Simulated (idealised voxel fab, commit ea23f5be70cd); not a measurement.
The process module that follows is named voxel fin reveal.
FYI the section here is cut, 180 nm wide, cells are 5 nm squares.
Cross-section = grid of square cells, listed top down in bands; band = one or more rows.
Read a band's entry like this: the first values are the height of its top and the height of its bottom in nm, and what follows is the sequence of materials from left to right, each with its width in nm. Note that "blank" is empty space, and that a single material marked "full width" reaches across the band from edge to edge.
Heights from 0 (as-received wafer is one material below). Bottom band endless downward, as "from 0 down".
A two-number width, for instance "30..40", indicates that the width is equal to the first number in the top row of the band and to the second number in the bottom row, and that it changes by a constant amount per row of cells.
Take "no change occurred" at face value: in the step it is given for, the cross-section changed in none of its cells.
In "Closed voids list" the enclosed voids are listed, meaning empty spaces of 8 cells or larger without any opening to the top. The form is width x height at distance, distance from the left edge, units nm.
Step line, after settings: the simulator's comment on this step.
overlay nm: step with mask; distance mask lay right of planned place; negative value = left of planned place.

[Steps planned for the process]
1. RECEIVE (material Si)
2. CONFORMAL_DEP (material SiN; thk nm 10)
3. MASKED_ETCH (tone cover; mask id FINS; width nm 15; pitch nm 35; etch materials SiN; depth nm 10; overlay nm 0)
4. MASKED_ETCH (tone cover; mask id FINS; width nm 15; pitch nm 35; etch materials Si; depth nm 40; overlay nm 0)
5. OXIDIZE (depth nm 5)
6. FILL_DEP (material SiO2; thk nm 15)
7. CMP (height nm 10)
8. SELECTIVE_ETCH (etch materials SiO2; depth nm 35)
9. STRIP (etch materials SiN)

[The first wafer of two, processed as planned]

[Incoming wafer in cross-section (state: after step 1)]
    from 0 down = Si full width
    Closed voids list: none

[The wafer, seen in cross-section, after step 2]
    from 10 to 0 = SiN full width
    Lower than 0, everything is as it was.

[The wafer, seen in cross-section, after step 3]
    from 10 to 0 = blank 65, then SiN 15, then blank 20, then SiN 15, then blank 65
    Lower than 0, everything is as it was.

[The wafer, seen in cross-section, after step 4]
    from 10 to 0 = blank 65, then SiN 15, then blank 20, then SiN 15, then blank 65
    from 0 to -40 = blank 65, then Si 15, then blank 20, then Si 15, then blank 65
    Lower than -40, everything is as it was.

[The wafer, seen in cross-section, after step 5]
    from 10 to 0 = blank 65, then SiN 15, then blank 20, then SiN 15, then blank 65
    from 0 to -40 = blank 65, then SiO2 5, then Si 5, then SiO2 5, then blank 20, then SiO2 5, then Si 5, then SiO2 5, then blank 65
    from -40 to -45 = SiO2 70, then Si 5, then SiO2 30, then Si 5, then SiO2 70
    Lower than -45, everything is as it was.

[The wafer, seen in cross-section, after step 6]
    from 25 to 10 = SiO2 full width
    from 10 to 0 = SiO2 65, then SiN 15, then SiO2 20, then SiN 15, then SiO2 65
    from 0 to -45 = SiO2 70, then Si 5, then SiO2 30, then Si 5, then SiO2 70
    Lower than -45, everything is as it was.

[The wafer, seen in cross-section, after step 7]
    from 10 to 0 = SiO2 65, then SiN 15, then SiO2 20, then SiN 15, then SiO2 65
    Lower than 0, everything is as it was.

[The wafer, seen in cross-section, after step 8]
    from 10 to 0 = blank 65, then SiN 15, then blank 20, then SiN 15, then blank 65
    from 0 to -25 = blank 70, then Si 5, then blank 30, then Si 5, then blank 70
    Lower than -25, everything is as it was.

[The wafer, seen in cross-section, after step 9]
    from 0 to -25 = blank 70, then Si 5, then blank 30, then Si 5, then blank 70
    Lower than -25, everything is as it was.

[Second wafer - shared start and plan with the first - one error in running - same as the first up to step 3 inclusive]

[Cross-section: second wafer, time at which step 4 was scheduled to end]
    from 10 to 0 = blank 65, then SiN 15, then blank 20, then SiN 15, then blank 65
    from 0 to -45 = blank 65, then Si 15, then blank 20, then Si 15, then blank 65
    Lower than -45, everything is as it was.

[Cross-section: second wafer, time at which step 5 was scheduled to end]
    from 10 to 0 = blank 65, then SiN 15, then blank 20, then SiN 15, then blank 65
    from 0 to -45 = blank 65, then SiO2 5, then Si 5, then SiO2 5, then blank 20, then SiO2 5, then Si 5, then SiO2 5, then blank 65
    from -45 to -50 = SiO2 70, then Si 5, then SiO2 30, then Si 5, then SiO2 70
    Lower than -50, everything is as it was.

[Cross-section: second wafer, time at which step 6 was scheduled to end]
    from 25 to 10 = SiO2 full width
    from 10 to 0 = SiO2 65, then SiN 15, then SiO2 20, then SiN 15, then SiO2 65
    from 0 to -50 = SiO2 70, then Si 5, then SiO2 30, then Si 5, then SiO2 70
    Lower than -50, everything is as it was.

[Cross-section: second wafer, time at which step 7 was scheduled to end]
    from 10 to 0 = SiO2 65, then SiN 15, then SiO2 20, then SiN 15, then SiO2 65
    Lower than 0, everything is as it was.

[Cross-section: second wafer, time at which step 8 was scheduled to end]
    from 10 to 0 = blank 65, then SiN 15, then blank 20, then SiN 15, then blank 65
    from 0 to -25 = blank 70, then Si 5, then blank 30, then Si 5, then blank 70
    Lower than -25, everything is as it was.

[Cross-section: second wafer, time at which step 9 was scheduled to end]
    from 0 to -25 = blank 70, then Si 5, then blank 30, then Si 5, then blank 70
    Lower than -25, everything is as it was.
Where did the run depart from the plan? rather than as planned, step 4 actually ran as MASKED_ETCH (tone cover; mask id FINS; width nm 15; pitch nm 35; etch materials Si; depth nm 45; overlay nm 0)
Wafer comparison, final, in cells, second relative to first, materials more or fewer: Si: 34 fewer | SiO2: 34 more
